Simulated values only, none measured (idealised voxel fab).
process module | voxel capacitor over wiring
cross-section cut | 145 nm wide | cells 5 nm
A cross-section is a grid of square cells, given in bands from the top down. A band is one or more rows of cells.
Each band's line starts with the height of the band's top and of its bottom, in nm. Then come its materials from left to right, each with its width in nm. One material with "throughout" fills the band from edge to edge. "air" is empty space.
Height 0 is the level under which the wafer as received is all one material. The lowest band goes on downwards, as in "0 down".
A width such as "30 to 40" changes by the same amount from each row of cells to the next, from the band's top row to its bottom row.
"no change" after a step means that no cell of the cross-section changed.
closed voids: empty space of 8 cells or more with no open way to the top, each as width x height at its distance from the left edge, in nm
after a step's settings: what the simulator itself notes on the step
overlay nm, on a step with a mask: how far to the right of its planned place the mask lay; to the left if negative
plan
1 op RECEIVE | material Si
2 op CONFORMAL_DEP | material SiO2 | thk nm 10
3 op CONFORMAL_DEP | material SiN | thk nm 5
4 op DIRECTIONAL_DEP | material SiO2 | thk nm 15
5 op MASKED_ETCH | tone open | mask id METAL_1 | width nm 20 | pitch nm 85 | etch materials SiO2 | depth nm 15 | overlay nm 0
6 op MASKED_ETCH | tone open | mask id METAL_1 | width nm 20 | pitch nm 85 | etch materials SiN | depth nm 5 | overlay nm 0
7 op CONFORMAL_DEP | material TiN | thk nm 5
8 op FILL_DEP | material W | thk nm 10
9 op CMP | height nm 30
10 op CONFORMAL_DEP | material SiCN | thk nm 5
11 op DIRECTIONAL_DEP | material SiO2 | thk nm 20
12 op DIRECTIONAL_DEP | material aC | thk nm 10
13 op PATTERN | tone open | mask id PLUG_1 | material resist | width nm 15 | thk nm 25 | overlay nm 0
14 op DIRECTIONAL_ETCH | etch materials aC | depth nm 10
15 op STRIP | etch materials resist
16 op DIRECTIONAL_ETCH | etch materials SiO2 | depth nm 20
17 op DIRECTIONAL_ETCH | etch materials SiCN | depth nm 5
18 op STRIP | etch materials aC
19 op EPI | material Ru | thk nm 10
20 op EPI | material Ru | thk nm 10
21 op EPI | material Ru | thk nm 5
22 op DIRECTIONAL_DEP | material TiN | thk nm 5
23 op DIRECTIONAL_DEP | material SiN | thk nm 5
24 op DIRECTIONAL_DEP | material TiN | thk nm 5
25 op MASKED_ETCH | tone cover | mask id UPPER_PLATE | width nm 70 | etch materials TiN | depth nm 10 | overlay nm 0
26 op MASKED_ETCH | tone cover | mask id UPPER_PLATE | width nm 70 | etch materials SiN | depth nm 5 | overlay nm 0
27 op DIRECTIONAL_DEP | material aC | thk nm 15
28 op PATTERN | tone cover | mask id LOWER_PLATE | material resist | width nm 80 | thk nm 35 | overlay nm 0
29 op DIRECTIONAL_ETCH | etch materials aC | depth nm 15
30 op STRIP | etch materials resist
31 op DIRECTIONAL_ETCH | etch materials TiN | depth nm 5
32 op STRIP | etch materials aC
33 op FILL_DEP | material SiO2 | thk nm 15
34 op CMP | height nm 85
35 op MASKED_ETCH | tone open | mask id PLUG_2 | width nm 15 | etch materials SiO2 | depth nm 10 | overlay nm 0
36 op CONFORMAL_DEP | material TiN | thk nm 5
37 op FILL_DEP | material Cu | thk nm 5
38 op CMP | height nm 85
39 op CONFORMAL_DEP | material SiCN | thk nm 5
varied across the wafers: thk nm of step 24. The plan shows the first wafer's value. All wafers start alike
first wafer as received, after step 1
  0 down: Si throughout
  closed voids: none
each wafer at the end: cells of each material gained (+) or lost (-) since it was received, then its closed voids
thk nm 5 | +1 Cu | +15 Ru | +55 SiCN | +35 SiN | +349 SiO2 | +55 TiN | +12 W | closed voids: none
thk nm 10 | +1 Cu | +15 Ru | +55 SiCN | +35 SiN | +335 SiO2 | +69 TiN | +12 W | closed voids: none
thk nm 15 | +15 Ru | +55 SiCN | +50 SiN | +294 SiO2 | +96 TiN | +12 W | closed voids: none
thk nm 20 | +15 Ru | +55 SiCN | +50 SiN | +268 SiO2 | +122 TiN | +12 W | closed voids: none
thk nm 25 | +15 Ru | +55 SiCN | +50 SiN | +253 SiO2 | +137 TiN | +12 W | closed voids: none
